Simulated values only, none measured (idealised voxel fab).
Proc. module: voxel double patterning
This is section cut - it's 280 nm across, gridded in 5 nm square cells.
Cross-section spec: square-cell grid; bands listed top down; each band is one or more rows. Per band: top height and bottom height in nm, followed by the left-to-right materials and their widths in nm; "all across" marks a single material spanning edge to edge, "empty" marks empty space. Measure heights from 0. That's the level where, below it, the as-received wafer is all one material. The lowest band is bottomless and extends downward; write it as in "from 0 down". The expression "30 to 40" gives the width at the extremes of the band, the first number at its top row of cells and the second at its bottom row, with the width changing by equal amounts from each row to the next in between. Take "no modification" at face value: in the step it is given for, the cross-section changed in none of its cells. "Closed void inventory" lists enclosed empty spaces (at least 8 cells, no open path upward to the top), each as width x height at distance from the left edge, in nm. Where a step's line continues beyond its settings, the continuation is a remark by the simulator itself on that step. overlay nm: how far to the right of its planned place the mask lay on this masked step (negative: to the left).

This section lists the process steps that were planned
1 RECEIVE, material Si
2 CONFORMAL_DEP, material SiO2, thk nm 5
3 DIRECTIONAL_DEP, material W, thk nm 10
4 DIRECTIONAL_DEP, material SiN, thk nm 10
5 MASKED_ETCH, tone open, mask id FIRST, width nm 15, pitch nm 50, etch materials SiN, depth nm 10, overlay nm 0
6 PATTERN, tone open, mask id SECOND, material resist, width nm 15, pitch nm 50, thk nm 15, overlay nm 0
7 DIRECTIONAL_ETCH, etch materials SiN, depth nm 10
8 STRIP, etch materials resist
9 DIRECTIONAL_ETCH, etch materials W, depth nm 10
10 STRIP, etch materials SiN

First of two wafers: run as planned

Wafer at receipt (post step 1), cross-section
- from 0 down  Si all across
- Closed void inventory: none

Upon completion of step 2, the wafer appears in cross-section as shown
- from 5 to 0  SiO2 all across
- Rest of section, below 0: as before.

Upon completion of step 3, the wafer appears in cross-section as shown
- from 15 to 5  W all across
- Rest of section, below 5: as before.

Upon completion of step 4, the wafer appears in cross-section as shown
- from 25 to 15  SiN all across
- Rest of section, below 15: as before.

Upon completion of step 5, the wafer appears in cross-section as shown
- from 25 to 15  80 nm SiN, then 15 nm empty, then 35 nm SiN, then 15 nm empty, then 35 nm SiN, then 15 nm empty, then 85 nm SiN
- Rest of section, below 15: as before.

Upon completion of step 6, the wafer appears in cross-section as shown
- from 40 to 25  105 nm resist, then 15 nm empty, then 35 nm resist, then 15 nm empty, then 110 nm resist
- from 25 to 15  80 nm SiN, then 15 nm resist, then 35 nm SiN, then 15 nm resist, then 35 nm SiN, then 15 nm resist, then 85 nm SiN
- Rest of section, below 15: as before.

Upon completion of step 7, the wafer appears in cross-section as shown
- from 40 to 25  105 nm resist, then 15 nm empty, then 35 nm resist, then 15 nm empty, then 110 nm resist
- from 25 to 15  80 nm SiN, then 15 nm resist, then 10 nm SiN, then 15 nm empty, then 10 nm SiN, then 15 nm resist, then 10 nm SiN, then 15 nm empty, then 10 nm SiN, then 15 nm resist, then 85 nm SiN
- Rest of section, below 15: as before.

Upon completion of step 8, the wafer appears in cross-section as shown
- from 25 to 15  80 nm SiN, then 15 nm empty, then 10 nm SiN, then 15 nm empty, then 10 nm SiN, then 15 nm empty, then 10 nm SiN, then 15 nm empty, then 10 nm SiN, then 15 nm empty, then 85 nm SiN
- Rest of section, below 15: as before.

Upon completion of step 9, the wafer appears in cross-section as shown
- from 25 to 15  80 nm SiN, then 15 nm empty, then 10 nm SiN, then 15 nm empty, then 10 nm SiN, then 15 nm empty, then 10 nm SiN, then 15 nm empty, then 10 nm SiN, then 15 nm empty, then 85 nm SiN
- from 15 to 5  80 nm W, then 15 nm empty, then 10 nm W, then 15 nm empty, then 10 nm W, then 15 nm empty, then 10 nm W, then 15 nm empty, then 10 nm W, then 15 nm empty, then 85 nm W
- Rest of section, below 5: as before.

Upon completion of step 10, the wafer appears in cross-section as shown
- from 15 to 5  80 nm W, then 15 nm empty, then 10 nm W, then 15 nm empty, then 10 nm W, then 15 nm empty, then 10 nm W, then 15 nm empty, then 10 nm W, then 15 nm empty, then 85 nm W
- Rest of section, below 5: as before.

Second Wafer (Identical Start and Plan, One Processing Error; Matches First Wafer Through Step 5)

Second wafer, cut view, end of step 6 per plan
- from 40 to 25  105 nm resist, then 20 nm empty, then 30 nm resist, then 20 nm empty, then 105 nm resist
- from 25 to 15  80 nm SiN, then 15 nm resist, then 35 nm SiN, then 15 nm resist, then 35 nm SiN, then 15 nm resist, then 85 nm SiN
- Rest of section, below 15: as before.

Second wafer, cut view, end of step 7 per plan
- from 40 to 25  105 nm resist, then 20 nm empty, then 30 nm resist, then 20 nm empty, then 105 nm resist
- from 25 to 15  80 nm SiN, then 15 nm resist, then 10 nm SiN, then 20 nm empty, then 5 nm SiN, then 15 nm resist, then 10 nm SiN, then 20 nm empty, then 5 nm SiN, then 15 nm resist, then 85 nm SiN
- Rest of section, below 15: as before.

Second wafer, cut view, end of step 8 per plan
- from 25 to 15  80 nm SiN, then 15 nm empty, then 10 nm SiN, then 20 nm empty, then 5 nm SiN, then 15 nm empty, then 10 nm SiN, then 20 nm empty, then 5 nm SiN, then 15 nm empty, then 85 nm SiN
- Rest of section, below 15: as before.

Second wafer, cut view, end of step 9 per plan
- from 25 to 15  80 nm SiN, then 15 nm empty, then 10 nm SiN, then 20 nm empty, then 5 nm SiN, then 15 nm empty, then 10 nm SiN, then 20 nm empty, then 5 nm SiN, then 15 nm empty, then 85 nm SiN
- from 15 to 5  80 nm W, then 15 nm empty, then 10 nm W, then 20 nm empty, then 5 nm W, then 15 nm empty, then 10 nm W, then 20 nm empty, then 5 nm W, then 15 nm empty, then 85 nm W
- Rest of section, below 5: as before.

Second wafer, cut view, end of step 10 per plan
- from 15 to 5  80 nm W, then 15 nm empty, then 10 nm W, then 20 nm empty, then 5 nm W, then 15 nm empty, then 10 nm W, then 20 nm empty, then 5 nm W, then 15 nm empty, then 85 nm W
- Rest of section, below 5: as before.
What broke from the plan during processing? step 6 was processed under conditions differing from the plan, specifically as PATTERN, tone open, mask id SECOND, material resist, width nm 20, pitch nm 50, thk nm 15, overlay nm 0
Wafer comparison, final, in cells, second relative to first, materials more or fewer: 4 fewer of W
